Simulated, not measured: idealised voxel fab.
This section sets out a process module, namely voxel transistor to metal.
Square cells of 5 nm make up the cross-section cut, whose width is 290 nm.
Cross-section spec: square-cell grid; bands listed top down; each band is one or more rows. Each band's line starts with the height of the band's top and of its bottom, in nm. Then come its materials from left to right, each with its width in nm. One material with "full width" fills the band from edge to edge. "blank" is empty space. Ref level 0: as-received wafer is one material below here. Bottom band extends down with no lower bound ("0 nm and below"). Graded width ("30->40"): value in top row of band = first number; value in bottom row = second number; row-to-row change constant. For the purposes of this document, the phrase "remained unchanged" attached to a step denotes that no cell within the cross-section was modified by that step. What "Closed voids list" gives you is every empty space of 8 cells or more that is cut off from the top. Each appears as width x height at distance, with the distance taken from the left edge and width, height and distance all in nm. Whatever follows a step's settings on its line is a remark the simulator itself makes about that step. For masked steps, "overlay nm" on the step line gives how far right of plan the mask actually lay; a minus sign means it lay to the left.

Planned process steps
1,op RECEIVE | material Si
2,op OXIDIZE | depth nm 5
3,op CONFORMAL_DEP | material SiN | thk nm 10
4,op PATTERN | tone cover | mask id ACTIVE | material resist | width nm 95 | pitch nm 115 | thk nm 20 | overlay nm 0
5,op DIRECTIONAL_ETCH | etch materials SiN | depth nm 10
6,op DIRECTIONAL_ETCH | etch materials SiO2 | depth nm 5
7,op DIRECTIONAL_ETCH | etch materials Si | depth nm 35
8,op STRIP | etch materials resist
9,op FILL_DEP | material SiO2 | thk nm 10
10,op CMP | height nm 10
11,op SELECTIVE_ETCH | etch materials SiO2 | depth nm 10
12,op STRIP | etch materials SiN
13,op SELECTIVE_ETCH | etch materials SiO2 | depth nm 5
14,op OXIDIZE | depth nm 5
15,op DIRECTIONAL_DEP | material polySi | thk nm 30
16,op DIRECTIONAL_DEP | material SiCN | thk nm 10
17,op DIRECTIONAL_DEP | material aC | thk nm 15
18,op PATTERN | tone cover | mask id GATE | material resist | width nm 25 | pitch nm 115 | thk nm 35 | overlay nm 0
19,op DIRECTIONAL_ETCH | etch materials aC | depth nm 15
20,op STRIP | etch materials resist
21,op DIRECTIONAL_ETCH | etch materials SiCN | depth nm 20
22,op DIRECTIONAL_ETCH | etch materials polySi | depth nm 40
23,op STRIP | etch materials aC
24,op CONFORMAL_DEP | material SiO2 | thk nm 5
25,op DIRECTIONAL_ETCH | etch materials SiO2 | depth nm 5
26,op CONFORMAL_DEP | material SiN | thk nm 10
27,op DIRECTIONAL_ETCH | etch materials SiN | depth nm 10
28,op DIRECTIONAL_ETCH | etch materials SiO2 | depth nm 5
29,op DIRECTIONAL_ETCH | etch materials Si | depth nm 15
30,op EPI | material nSi | thk nm 20
31,op FILL_DEP | material SiO2 | thk nm 10
32,op CMP | height nm 25
33,op STRIP | etch materials polySi
34,op SELECTIVE_ETCH | etch materials SiO2 | depth nm 5
35,op CONFORMAL_DEP | material HfO2 | thk nm 5
36,op CONFORMAL_DEP | material TiN | thk nm 5
37,op FILL_DEP | material W | thk nm 5
38,op CMP | height nm 20
39,op DIRECTIONAL_DEP | material SiO2 | thk nm 10
40,op PATTERN | tone open | mask id CONTACT | material resist | width nm 15 | thk nm 15 | overlay nm 0
41,op DIRECTIONAL_ETCH | etch materials SiO2 | depth nm 20
42,op STRIP | etch materials resist
43,op CONFORMAL_DEP | material TiN | thk nm 5
44,op FILL_DEP | material W | thk nm 5
45,op CMP | height nm 30
46,op CONFORMAL_DEP | material SiN | thk nm 5
47,op DIRECTIONAL_DEP | material lowk | thk nm 20
48,op MASKED_ETCH | tone open | mask id METAL_1 | width nm 15 | etch materials lowk | depth nm 20 | overlay nm 0
49,op MASKED_ETCH | tone open | mask id METAL_1 | width nm 15 | etch materials SiN | depth nm 5 | overlay nm 0
50,op CONFORMAL_DEP | material TiN | thk nm 5
51,op FILL_DEP | material Ru | thk nm 10
52,op CMP | height nm 55
53,op CONFORMAL_DEP | material SiCN | thk nm 5
54,op DIRECTIONAL_DEP | material lowk | thk nm 25
55,op PATTERN | tone open | mask id METAL_2 | material resist | width nm 15 | pitch nm 115 | thk nm 15 | overlay nm 0
56,op DIRECTIONAL_ETCH | etch materials lowk | depth nm 15
57,op STRIP | etch materials resist
58,op DIRECTIONAL_DEP | material aC | thk nm 15
59,op PATTERN | tone open | mask id METAL_2_HOLES | material resist | width nm 15 | pitch nm 115 | thk nm 30 | overlay nm 0
60,op DIRECTIONAL_ETCH | etch materials aC | depth nm 15
61,op STRIP | etch materials resist
62,op DIRECTIONAL_ETCH | etch materials lowk | depth nm 10
63,op DIRECTIONAL_ETCH | etch materials SiCN | depth nm 5
64,op STRIP | etch materials aC
65,op CONFORMAL_DEP | material TiN | thk nm 5
66,op FILL_DEP | material Ru | thk nm 5
67,op CMP | height nm 85
68,op CONFORMAL_DEP | material SiCN | thk nm 5

Cross-section of the incoming wafer, state after step 1
> 0 nm and below | Si full width
> Closed voids list: none

Cross-section, first of two wafers, end of module, run as planned
> 90 nm to 85 nm | SiCN full width
> 85 nm to 60 nm | lowk: 45, then TiN: 5, then Ru: 5, then TiN: 5, then lowk: 100, then TiN: 5, then Ru: 5, then TiN: 5, then lowk: 115
> 60 nm to 55 nm | SiCN: 45, then TiN: 15, then SiCN: 100, then TiN: 15, then SiCN: 115
> 55 nm to 35 nm | lowk: 45, then TiN: 5, then Ru: 5, then TiN: 5, then lowk: 55, then TiN: 5, then Ru: 5, then TiN: 5, then lowk: 30, then TiN: 5, then Ru: 5, then TiN: 5, then lowk: 55, then TiN: 5, then Ru: 5, then TiN: 5, then lowk: 45
> 35 nm to 30 nm | SiN: 45, then TiN: 15, then SiN: 55, then TiN: 15, then SiN: 30, then TiN: 15, then SiN: 55, then TiN: 15, then SiN: 45
> 30 nm to 20 nm | SiO2: 45, then TiN: 5, then W: 5, then TiN: 5, then SiO2: 55, then TiN: 5, then W: 5, then TiN: 5, then SiO2: 30, then TiN: 5, then W: 5, then TiN: 5, then SiO2: 55, then TiN: 5, then W: 5, then TiN: 5, then SiO2: 45
> 20 nm to 15 nm | SiO2: 45, then TiN: 5, then W: 5, then TiN: 5, then SiN: 10, then HfO2: 5, then TiN: 5, then W: 15, then TiN: 5, then HfO2: 5, then SiN: 10, then TiN: 5, then W: 5, then TiN: 5, then SiO2: 30, then TiN: 5, then W: 5, then TiN: 5, then SiN: 10, then HfO2: 5, then TiN: 5, then W: 15, then TiN: 5, then HfO2: 5, then SiN: 10, then TiN: 5, then W: 5, then TiN: 5, then SiO2: 45
> 15 nm to 10 nm | SiO2: 45, then TiN: 15, then SiN: 10, then HfO2: 5, then TiN: 5, then W: 15, then TiN: 5, then HfO2: 5, then SiN: 10, then TiN: 15, then SiO2: 30, then TiN: 15, then SiN: 10, then HfO2: 5, then TiN: 5, then W: 15, then TiN: 5, then HfO2: 5, then SiN: 10, then TiN: 15, then SiO2: 45
> 10 nm to 0 nm | SiO2: 40, then nSi: 20, then SiN: 10, then HfO2: 5, then TiN: 5, then W: 15, then TiN: 5, then HfO2: 5, then SiN: 10, then nSi: 20, then SiO2: 20, then nSi: 20, then SiN: 10, then HfO2: 5, then TiN: 5, then W: 15, then TiN: 5, then HfO2: 5, then SiN: 10, then nSi: 20, then SiO2: 40
> 0 nm to -5 nm | SiO2: 40, then nSi: 20, then SiN: 10, then HfO2: 5, then TiN: 25, then HfO2: 5, then SiN: 10, then nSi: 20, then SiO2: 20, then nSi: 20, then SiN: 10, then HfO2: 5, then TiN: 25, then HfO2: 5, then SiN: 10, then nSi: 20, then SiO2: 40
> -5 nm to -10 nm | SiO2: 35, then nSi: 25, then SiO2: 10, then HfO2: 35, then SiO2: 10, then nSi: 25, then SiO2: 10, then nSi: 25, then SiO2: 10, then HfO2: 35, then SiO2: 10, then nSi: 25, then SiO2: 35
> -10 nm to -25 nm | SiO2: 40, then nSi: 20, then Si: 55, then nSi: 20, then SiO2: 20, then nSi: 20, then Si: 55, then nSi: 20, then SiO2: 40
> -25 nm to -40 nm | SiO2: 40, then Si: 95, then SiO2: 20, then Si: 95, then SiO2: 40
> -40 nm and below | Si full width
> Closed voids list: none

Wafer two (of two), end-of-module cross-section: start = wafer one, plan = wafer one, one run mistake
> 90 nm to 85 nm | SiCN full width
> 85 nm to 75 nm | lowk: 45, then TiN: 5, then Ru: 10->5, then TiN: 5->10, then lowk: 95, then TiN: 5, then Ru: 10->5, then TiN: 5->10, then lowk: 110
> 75 nm to 60 nm | lowk: 45, then TiN: 5, then Ru: 5, then TiN: 5, then lowk: 100, then TiN: 5, then Ru: 5, then TiN: 5, then lowk: 115
> 60 nm to 55 nm | SiCN: 45, then TiN: 15, then SiCN: 100, then TiN: 15, then SiCN: 115
> 55 nm to 35 nm | lowk: 45, then TiN: 5, then Ru: 5, then TiN: 5, then lowk: 55, then TiN: 5, then Ru: 5, then TiN: 5, then lowk: 30, then TiN: 5, then Ru: 5, then TiN: 5, then lowk: 55, then TiN: 5, then Ru: 5, then TiN: 5, then lowk: 45
> 35 nm to 30 nm | SiN: 45, then TiN: 15, then SiN: 55, then TiN: 15, then SiN: 30, then TiN: 15, then SiN: 55, then TiN: 15, then SiN: 45
> 30 nm to 20 nm | SiO2: 45, then TiN: 5, then W: 5, then TiN: 5, then SiO2: 55, then TiN: 5, then W: 5, then TiN: 5, then SiO2: 30, then TiN: 5, then W: 5, then TiN: 5, then SiO2: 55, then TiN: 5, then W: 5, then TiN: 5, then SiO2: 45
> 20 nm to 15 nm | SiO2: 45, then TiN: 5, then W: 5, then TiN: 5, then SiN: 10, then HfO2: 5, then TiN: 5, then W: 15, then TiN: 5, then HfO2: 5, then SiN: 10, then TiN: 5, then W: 5, then TiN: 5, then SiO2: 30, then TiN: 5, then W: 5, then TiN: 5, then SiN: 10, then HfO2: 5, then TiN: 5, then W: 15, then TiN: 5, then HfO2: 5, then SiN: 10, then TiN: 5, then W: 5, then TiN: 5, then SiO2: 45
> 15 nm to 10 nm | SiO2: 45, then TiN: 15, then SiN: 10, then HfO2: 5, then TiN: 5, then W: 15, then TiN: 5, then HfO2: 5, then SiN: 10, then TiN: 15, then SiO2: 30, then TiN: 15, then SiN: 10, then HfO2: 5, then TiN: 5, then W: 15, then TiN: 5, then HfO2: 5, then SiN: 10, then TiN: 15, then SiO2: 45
> 10 nm to 0 nm | SiO2: 40, then nSi: 20, then SiN: 10, then HfO2: 5, then TiN: 5, then W: 15, then TiN: 5, then HfO2: 5, then SiN: 10, then nSi: 20, then SiO2: 20, then nSi: 20, then SiN: 10, then HfO2: 5, then TiN: 5, then W: 15, then TiN: 5, then HfO2: 5, then SiN: 10, then nSi: 20, then SiO2: 40
> 0 nm to -5 nm | SiO2: 40, then nSi: 20, then SiN: 10, then HfO2: 5, then TiN: 25, then HfO2: 5, then SiN: 10, then nSi: 20, then SiO2: 20, then nSi: 20, then SiN: 10, then HfO2: 5, then TiN: 25, then HfO2: 5, then SiN: 10, then nSi: 20, then SiO2: 40
> -5 nm to -10 nm | SiO2: 35, then nSi: 25, then SiO2: 10, then HfO2: 35, then SiO2: 10, then nSi: 25, then SiO2: 10, then nSi: 25, then SiO2: 10, then HfO2: 35, then SiO2: 10, then nSi: 25, then SiO2: 35
> -10 nm to -25 nm | SiO2: 40, then nSi: 20, then Si: 55, then nSi: 20, then SiO2: 20, then nSi: 20, then Si: 55, then nSi: 20, then SiO2: 40
> -25 nm to -40 nm | SiO2: 40, then Si: 95, then SiO2: 20, then Si: 95, then SiO2: 40
> -40 nm and below | Si full width
> Closed voids list: none
It is concluded that the wafer was processed incorrectly with respect to the plan, in that step 59: run off-plan, actual operation and settings op PATTERN | tone open | mask id METAL_2_HOLES | material resist | width nm 20 | pitch nm 115 | thk nm 30 | overlay nm 0
FYI, end of process, the second wafer has more or fewer cells of some materials than the first: Ru: 2 more; TiN: 2 more; lowk: 4 fewer
